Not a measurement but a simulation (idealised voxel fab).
Proc. module: voxel wiring stack
The cross-section on display is named cut; it measures 285 nm wide, and its cells are 5 nm squares.
Each cross-section below is a grid of square cells, stated as bands in top-down order, with one or more rows of cells making up each band.
Read a band's entry like this: the first values are the height of its top and the height of its bottom in nm, and what follows is the sequence of materials from left to right, each with its width in nm. Note that "empty" is empty space, and that a single material marked "everywhere" reaches across the band from edge to edge.
Height is counted from the level 0, under which the received wafer is composed throughout of one material. The lowest of the bands is not closed at the bottom but continues downward, in the notation "from 0 down".
A width given as "30->40" starts at the first number in the band's top row and ends at the second number in its bottom row, shifting by an equal amount at every step from row to row.
Key: "nothing got changed" - step with no changed cell in the cross-section.
Empty spaces counting at least 8 cells and having no open way to the top are listed in "Closed internal voids". The notation width x height at distance is used for each, the distance being from the left edge and all three values in nm.
On a step's line, text after the settings is the simulator commenting on that step.
A step line may carry the setting "overlay nm", which, for steps involving a mask, states the distance by which the mask lay to the right of its intended position; negative values denote displacement to the left.

Process steps (planned)
1 RECEIVE: material Si
2 CONFORMAL_DEP: material SiO2, thk nm 15
3 CONFORMAL_DEP: material SiCN, thk nm 5
4 DIRECTIONAL_DEP: material lowk, thk nm 15
5 DIRECTIONAL_DEP: material aC, thk nm 10
6 PATTERN: tone open, mask id METAL_1, material resist, width nm 20, pitch nm 50, thk nm 30, overlay nm 0
7 DIRECTIONAL_ETCH: etch materials aC, depth nm 10
8 STRIP: etch materials resist
9 DIRECTIONAL_ETCH: etch materials lowk, depth nm 15
10 DIRECTIONAL_ETCH: etch materials SiCN, depth nm 5
11 STRIP: etch materials aC
12 CONFORMAL_DEP: material TiN, thk nm 5
13 FILL_DEP: material Cu, thk nm 10
14 CMP: height nm 35
15 CONFORMAL_DEP: material SiCN, thk nm 5
16 DIRECTIONAL_DEP: material lowk, thk nm 30
17 PATTERN: tone open, mask id METAL_2_HOLES, material resist, width nm 15, pitch nm 50, thk nm 15, overlay nm 0
18 DIRECTIONAL_ETCH: etch materials lowk, depth nm 30
19 STRIP: etch materials resist
20 DIRECTIONAL_DEP: material aC, thk nm 15
21 PATTERN: tone open, mask id METAL_2, material resist, width nm 20, pitch nm 50, thk nm 35, overlay nm 0
22 DIRECTIONAL_ETCH: etch materials aC, depth nm 15
23 STRIP: etch materials resist
24 DIRECTIONAL_ETCH: etch materials lowk, depth nm 15
25 DIRECTIONAL_ETCH: etch materials SiCN, depth nm 5
26 STRIP: etch materials aC
27 CONFORMAL_DEP: material TiN, thk nm 5
28 FILL_DEP: material Cu, thk nm 5
29 CMP: height nm 70
30 CONFORMAL_DEP: material SiCN, thk nm 5

First wafer out of two, processed as planned

Here's what the wafer looked like in cross-section when it arrived - that's after step 1
    from 0 down | Si everywhere
    Closed internal voids: none

The following cross-section depicts the wafer upon completion of step 2
    from 15 to 0 | SiO2 everywhere
    Heights below 0 show no change.

The following cross-section depicts the wafer upon completion of step 3
    from 20 to 15 | SiCN everywhere
    Heights below 15 show no change.

The following cross-section depicts the wafer upon completion of step 4
    from 35 to 20 | lowk everywhere
    Heights below 20 show no change.

The following cross-section depicts the wafer upon completion of step 5
    from 45 to 35 | aC everywhere
    Heights below 35 show no change.

The following cross-section depicts the wafer upon completion of step 6
    from 75 to 45 | resist=80, empty=20, resist=30, empty=20, resist=30, empty=20, resist=85
    Heights below 45 show no change.

The following cross-section depicts the wafer upon completion of step 7
    from 65 to 45 | resist=80, empty=20, resist=30, empty=20, resist=30, empty=20, resist=85
    from 45 to 35 | aC=80, empty=20, aC=30, empty=20, aC=30, empty=20, aC=85
    Heights below 35 show no change.

The following cross-section depicts the wafer upon completion of step 8
    from 45 to 35 | aC=80, empty=20, aC=30, empty=20, aC=30, empty=20, aC=85
    Heights below 35 show no change.

The following cross-section depicts the wafer upon completion of step 9
    from 45 to 35 | aC=80, empty=20, aC=30, empty=20, aC=30, empty=20, aC=85
    from 35 to 20 | lowk=80, empty=20, lowk=30, empty=20, lowk=30, empty=20, lowk=85
    Heights below 20 show no change.

The following cross-section depicts the wafer upon completion of step 10
    from 45 to 35 | aC=80, empty=20, aC=30, empty=20, aC=30, empty=20, aC=85
    from 35 to 20 | lowk=80, empty=20, lowk=30, empty=20, lowk=30, empty=20, lowk=85
    from 20 to 15 | SiCN=80, empty=20, SiCN=30, empty=20, SiCN=30, empty=20, SiCN=85
    Heights below 15 show no change.

The following cross-section depicts the wafer upon completion of step 11
    from 35 to 20 | lowk=80, empty=20, lowk=30, empty=20, lowk=30, empty=20, lowk=85
    Heights below 20 show no change.

The following cross-section depicts the wafer upon completion of step 12
    from 40 to 35 | TiN=85, empty=10, TiN=40, empty=10, TiN=40, empty=10, TiN=90
    from 35 to 20 | lowk=80, TiN=5, empty=10, TiN=5, lowk=30, TiN=5, empty=10, TiN=5, lowk=30, TiN=5, empty=10, TiN=5, lowk=85
    from 20 to 15 | SiCN=80, TiN=20, SiCN=30, TiN=20, SiCN=30, TiN=20, SiCN=85
    Heights below 15 show no change.

The following cross-section depicts the wafer upon completion of step 13
    from 50 to 40 | Cu everywhere
    from 40 to 35 | TiN=85, Cu=10, TiN=40, Cu=10, TiN=40, Cu=10, TiN=90
    from 35 to 20 | lowk=80, TiN=5, Cu=10, TiN=5, lowk=30, TiN=5, Cu=10, TiN=5, lowk=30, TiN=5, Cu=10, TiN=5, lowk=85
    Heights below 20 show no change.

The following cross-section depicts the wafer upon completion of step 14
    from 35 to 20 | lowk=80, TiN=5, Cu=10, TiN=5, lowk=30, TiN=5, Cu=10, TiN=5, lowk=30, TiN=5, Cu=10, TiN=5, lowk=85
    Heights below 20 show no change.

The following cross-section depicts the wafer upon completion of step 15
    from 40 to 35 | SiCN everywhere
    Heights below 35 show no change.

The following cross-section depicts the wafer upon completion of step 16
    from 70 to 40 | lowk everywhere
    Heights below 40 show no change.

The following cross-section depicts the wafer upon completion of step 17
    from 85 to 70 | resist=80, empty=15, resist=35, empty=15, resist=35, empty=15, resist=90
    Heights below 70 show no change.

The following cross-section depicts the wafer upon completion of step 18
    from 85 to 70 | resist=80, empty=15, resist=35, empty=15, resist=35, empty=15, resist=90
    from 70 to 40 | lowk=80, empty=15, lowk=35, empty=15, lowk=35, empty=15, lowk=90
    Heights below 40 show no change.

The following cross-section depicts the wafer upon completion of step 19
    from 70 to 40 | lowk=80, empty=15, lowk=35, empty=15, lowk=35, empty=15, lowk=90
    Heights below 40 show no change.

The following cross-section depicts the wafer upon completion of step 20
    from 85 to 70 | aC=80, empty=15, aC=35, empty=15, aC=35, empty=15, aC=90
    from 70 to 55 | lowk=80, empty=15, lowk=35, empty=15, lowk=35, empty=15, lowk=90
    from 55 to 40 | lowk=80, aC=15, lowk=35, aC=15, lowk=35, aC=15, lowk=90
    Heights below 40 show no change.

The following cross-section depicts the wafer upon completion of step 21
    from 120 to 85 | resist=80, empty=20, resist=30, empty=20, resist=30, empty=20, resist=85
    Heights below 85 show no change.

The following cross-section depicts the wafer upon completion of step 22
    from 105 to 85 | resist=80, empty=20, resist=30, empty=20, resist=30, empty=20, resist=85
    from 85 to 70 | aC=80, empty=20, aC=30, empty=20, aC=30, empty=20, aC=85
    from 70 to 40 | lowk=80, empty=15, lowk=35, empty=15, lowk=35, empty=15, lowk=90
    Heights below 40 show no change.

The following cross-section depicts the wafer upon completion of step 23
    from 85 to 70 | aC=80, empty=20, aC=30, empty=20, aC=30, empty=20, aC=85
    Heights below 70 show no change.

The following cross-section depicts the wafer upon completion of step 24
    from 85 to 70 | aC=80, empty=20, aC=30, empty=20, aC=30, empty=20, aC=85
    from 70 to 55 | lowk=80, empty=20, lowk=30, empty=20, lowk=30, empty=20, lowk=85
    Heights below 55 show no change.

The following cross-section depicts the wafer upon completion of step 25
    from 85 to 70 | aC=80, empty=20, aC=30, empty=20, aC=30, empty=20, aC=85
    from 70 to 55 | lowk=80, empty=20, lowk=30, empty=20, lowk=30, empty=20, lowk=85
    from 55 to 40 | lowk=80, empty=15, lowk=35, empty=15, lowk=35, empty=15, lowk=90
    from 40 to 35 | SiCN=80, empty=15, SiCN=35, empty=15, SiCN=35, empty=15, SiCN=90
    Heights below 35 show no change.

The following cross-section depicts the wafer upon completion of step 26
    from 70 to 55 | lowk=80, empty=20, lowk=30, empty=20, lowk=30, empty=20, lowk=85
    Heights below 55 show no change.

The following cross-section depicts the wafer upon completion of step 27
    from 75 to 70 | TiN=85, empty=10, TiN=40, empty=10, TiN=40, empty=10, TiN=90
    from 70 to 60 | lowk=80, TiN=5, empty=10, TiN=5, lowk=30, TiN=5, empty=10, TiN=5, lowk=30, TiN=5, empty=10, TiN=5, lowk=85
    from 60 to 55 | lowk=80, TiN=5, empty=5, TiN=10, lowk=30, TiN=5, empty=5, TiN=10, lowk=30, TiN=5, empty=5, TiN=10, lowk=85
    from 55 to 40 | lowk=80, TiN=5, empty=5, TiN=5, lowk=35, TiN=5, empty=5, TiN=5, lowk=35, TiN=5, empty=5, TiN=5, lowk=90
    from 40 to 35 | SiCN=80, TiN=15, SiCN=35, TiN=15, SiCN=35, TiN=15, SiCN=90
    Heights below 35 show no change.

The following cross-section depicts the wafer upon completion of step 28
    from 80 to 75 | Cu everywhere
    from 75 to 70 | TiN=85, Cu=10, TiN=40, Cu=10, TiN=40, Cu=10, TiN=90
    from 70 to 60 | lowk=80, TiN=5, Cu=10, TiN=5, lowk=30, TiN=5, Cu=10, TiN=5, lowk=30, TiN=5, Cu=10, TiN=5, lowk=85
    from 60 to 55 | lowk=80, TiN=5, Cu=5, TiN=10, lowk=30, TiN=5, Cu=5, TiN=10, lowk=30, TiN=5, Cu=5, TiN=10, lowk=85
    from 55 to 40 | lowk=80, TiN=5, Cu=5, TiN=5, lowk=35, TiN=5, Cu=5, TiN=5, lowk=35, TiN=5, Cu=5, TiN=5, lowk=90
    Heights below 40 show no change.

The following cross-section depicts the wafer upon completion of step 29
    from 70 to 60 | lowk=80, TiN=5, Cu=10, TiN=5, lowk=30, TiN=5, Cu=10, TiN=5, lowk=30, TiN=5, Cu=10, TiN=5, lowk=85
    Heights below 60 show no change.

The following cross-section depicts the wafer upon completion of step 30
    from 75 to 70 | SiCN everywhere
    Heights below 70 show no change.

Second of two: same start, same plan, one run error; steps up to and including 2 match the first

Second wafer profile in section, at the moment step 3 of the plan was meant to be complete
    from 30 to 15 | lowk everywhere
    Heights below 15 show no change.

Second wafer profile in section, at the moment step 4 of the plan was meant to be complete
    from 35 to 30 | SiCN everywhere
    Heights below 30 show no change.

Second wafer profile in section, at the moment step 5 of the plan was meant to be complete
    from 45 to 35 | aC everywhere
    Heights below 35 show no change.

Second wafer profile in section, at the moment step 6 of the plan was meant to be complete
    from 75 to 45 | resist=80, empty=20, resist=30, empty=20, resist=30, empty=20, resist=85
    Heights below 45 show no change.

Second wafer profile in section, at the moment step 7 of the plan was meant to be complete
    from 65 to 45 | resist=80, empty=20, resist=30, empty=20, resist=30, empty=20, resist=85
    from 45 to 35 | aC=80, empty=20, aC=30, empty=20, aC=30, empty=20, aC=85
    Heights below 35 show no change.

Second wafer profile in section, at the moment step 8 of the plan was meant to be complete
    from 45 to 35 | aC=80, empty=20, aC=30, empty=20, aC=30, empty=20, aC=85
    Heights below 35 show no change.

Second wafer profile in section, at the moment step 9 of the plan was meant to be complete: nothing got changed

Second wafer profile in section, at the moment step 10 of the plan was meant to be complete
    from 45 to 35 | aC=80, empty=20, aC=30, empty=20, aC=30, empty=20, aC=85
    from 35 to 30 | SiCN=80, empty=20, SiCN=30, empty=20, SiCN=30, empty=20, SiCN=85
    Heights below 30 show no change.

Second wafer profile in section, at the moment step 11 of the plan was meant to be complete
    from 35 to 30 | SiCN=80, empty=20, SiCN=30, empty=20, SiCN=30, empty=20, SiCN=85
    Heights below 30 show no change.

Second wafer profile in section, at the moment step 12 of the plan was meant to be complete
    from 40 to 35 | TiN=85, empty=10, TiN=40, empty=10, TiN=40, empty=10, TiN=90
    from 35 to 30 | SiCN=80, TiN=20, SiCN=30, TiN=20, SiCN=30, TiN=20, SiCN=85
    Heights below 30 show no change.

Second wafer profile in section, at the moment step 13 of the plan was meant to be complete
    from 50 to 40 | Cu everywhere
    from 40 to 35 | TiN=85, Cu=10, TiN=40, Cu=10, TiN=40, Cu=10, TiN=90
    Heights below 35 show no change.

Second wafer profile in section, at the moment step 14 of the plan was meant to be complete
    from 35 to 30 | SiCN=80, TiN=20, SiCN=30, TiN=20, SiCN=30, TiN=20, SiCN=85
    Heights below 30 show no change.

Second wafer profile in section, at the moment step 15 of the plan was meant to be complete
    from 40 to 35 | SiCN everywhere
    Heights below 35 show no change.

Second wafer profile in section, at the moment step 16 of the plan was meant to be complete
    from 70 to 40 | lowk everywhere
    Heights below 40 show no change.

Second wafer profile in section, at the moment step 17 of the plan was meant to be complete
    from 85 to 70 | resist=80, empty=15, resist=35, empty=15, resist=35, empty=15, resist=90
    Heights below 70 show no change.

Second wafer profile in section, at the moment step 18 of the plan was meant to be complete
    from 85 to 70 | resist=80, empty=15, resist=35, empty=15, resist=35, empty=15, resist=90
    from 70 to 40 | lowk=80, empty=15, lowk=35, empty=15, lowk=35, empty=15, lowk=90
    Heights below 40 show no change.

Second wafer profile in section, at the moment step 19 of the plan was meant to be complete
    from 70 to 40 | lowk=80, empty=15, lowk=35, empty=15, lowk=35, empty=15, lowk=90
    Heights below 40 show no change.

Second wafer profile in section, at the moment step 20 of the plan was meant to be complete
    from 85 to 70 | aC=80, empty=15, aC=35, empty=15, aC=35, empty=15, aC=90
    from 70 to 55 | lowk=80, empty=15, lowk=35, empty=15, lowk=35, empty=15, lowk=90
    from 55 to 40 | lowk=80, aC=15, lowk=35, aC=15, lowk=35, aC=15, lowk=90
    Heights below 40 show no change.

Second wafer profile in section, at the moment step 21 of the plan was meant to be complete
    from 120 to 85 | resist=80, empty=20, resist=30, empty=20, resist=30, empty=20, resist=85
    Heights below 85 show no change.

Second wafer profile in section, at the moment step 22 of the plan was meant to be complete
    from 105 to 85 | resist=80, empty=20, resist=30, empty=20, resist=30, empty=20, resist=85
    from 85 to 70 | aC=80, empty=20, aC=30, empty=20, aC=30, empty=20, aC=85
    from 70 to 40 | lowk=80, empty=15, lowk=35, empty=15, lowk=35, empty=15, lowk=90
    Heights below 40 show no change.

Second wafer profile in section, at the moment step 23 of the plan was meant to be complete
    from 85 to 70 | aC=80, empty=20, aC=30, empty=20, aC=30, empty=20, aC=85
    Heights below 70 show no change.

Second wafer profile in section, at the moment step 24 of the plan was meant to be complete
    from 85 to 70 | aC=80, empty=20, aC=30, empty=20, aC=30, empty=20, aC=85
    from 70 to 55 | lowk=80, empty=20, lowk=30, empty=20, lowk=30, empty=20, lowk=85
    Heights below 55 show no change.

Second wafer profile in section, at the moment step 25 of the plan was meant to be complete
    from 85 to 70 | aC=80, empty=20, aC=30, empty=20, aC=30, empty=20, aC=85
    from 70 to 55 | lowk=80, empty=20, lowk=30, empty=20, lowk=30, empty=20, lowk=85
    from 55 to 40 | lowk=80, empty=15, lowk=35, empty=15, lowk=35, empty=15, lowk=90
    from 40 to 35 | SiCN=80, empty=15, SiCN=35, empty=15, SiCN=35, empty=15, SiCN=90
    Heights below 35 show no change.

Second wafer profile in section, at the moment step 26 of the plan was meant to be complete
    from 70 to 55 | lowk=80, empty=20, lowk=30, empty=20, lowk=30, empty=20, lowk=85
    Heights below 55 show no change.

Second wafer profile in section, at the moment step 27 of the plan was meant to be complete
    from 75 to 70 | TiN=85, empty=10, TiN=40, empty=10, TiN=40, empty=10, TiN=90
    from 70 to 60 | lowk=80, TiN=5, empty=10, TiN=5, lowk=30, TiN=5, empty=10, TiN=5, lowk=30, TiN=5, empty=10, TiN=5, lowk=85
    from 60 to 55 | lowk=80, TiN=5, empty=5, TiN=10, lowk=30, TiN=5, empty=5, TiN=10, lowk=30, TiN=5, empty=5, TiN=10, lowk=85
    from 55 to 40 | lowk=80, TiN=5, empty=5, TiN=5, lowk=35, TiN=5, empty=5, TiN=5, lowk=35, TiN=5, empty=5, TiN=5, lowk=90
    from 40 to 30 | SiCN=80, TiN=15->20, SiCN=35->30, TiN=15->20, SiCN=35->30, TiN=15->20, SiCN=90->85
    Heights below 30 show no change.

Second wafer profile in section, at the moment step 28 of the plan was meant to be complete
    from 80 to 75 | Cu everywhere
    from 75 to 70 | TiN=85, Cu=10, TiN=40, Cu=10, TiN=40, Cu=10, TiN=90
    from 70 to 60 | lowk=80, TiN=5, Cu=10, TiN=5, lowk=30, TiN=5, Cu=10, TiN=5, lowk=30, TiN=5, Cu=10, TiN=5, lowk=85
    from 60 to 55 | lowk=80, TiN=5, Cu=5, TiN=10, lowk=30, TiN=5, Cu=5, TiN=10, lowk=30, TiN=5, Cu=5, TiN=10, lowk=85
    from 55 to 40 | lowk=80, TiN=5, Cu=5, TiN=5, lowk=35, TiN=5, Cu=5, TiN=5, lowk=35, TiN=5, Cu=5, TiN=5, lowk=90
    Heights below 40 show no change.

Second wafer profile in section, at the moment step 29 of the plan was meant to be complete
    from 70 to 60 | lowk=80, TiN=5, Cu=10, TiN=5, lowk=30, TiN=5, Cu=10, TiN=5, lowk=30, TiN=5, Cu=10, TiN=5, lowk=85
    Heights below 60 show no change.

Second wafer profile in section, at the moment step 30 of the plan was meant to be complete
    from 75 to 70 | SiCN everywhere
    Heights below 70 show no change.
Short version of what went wrong: note: step 3 <-> step 4, run order reversed vs plan
Final difference in cells, second wafer against first, listed per material as more or fewer: -18 Cu | -18 TiN | +36 lowk
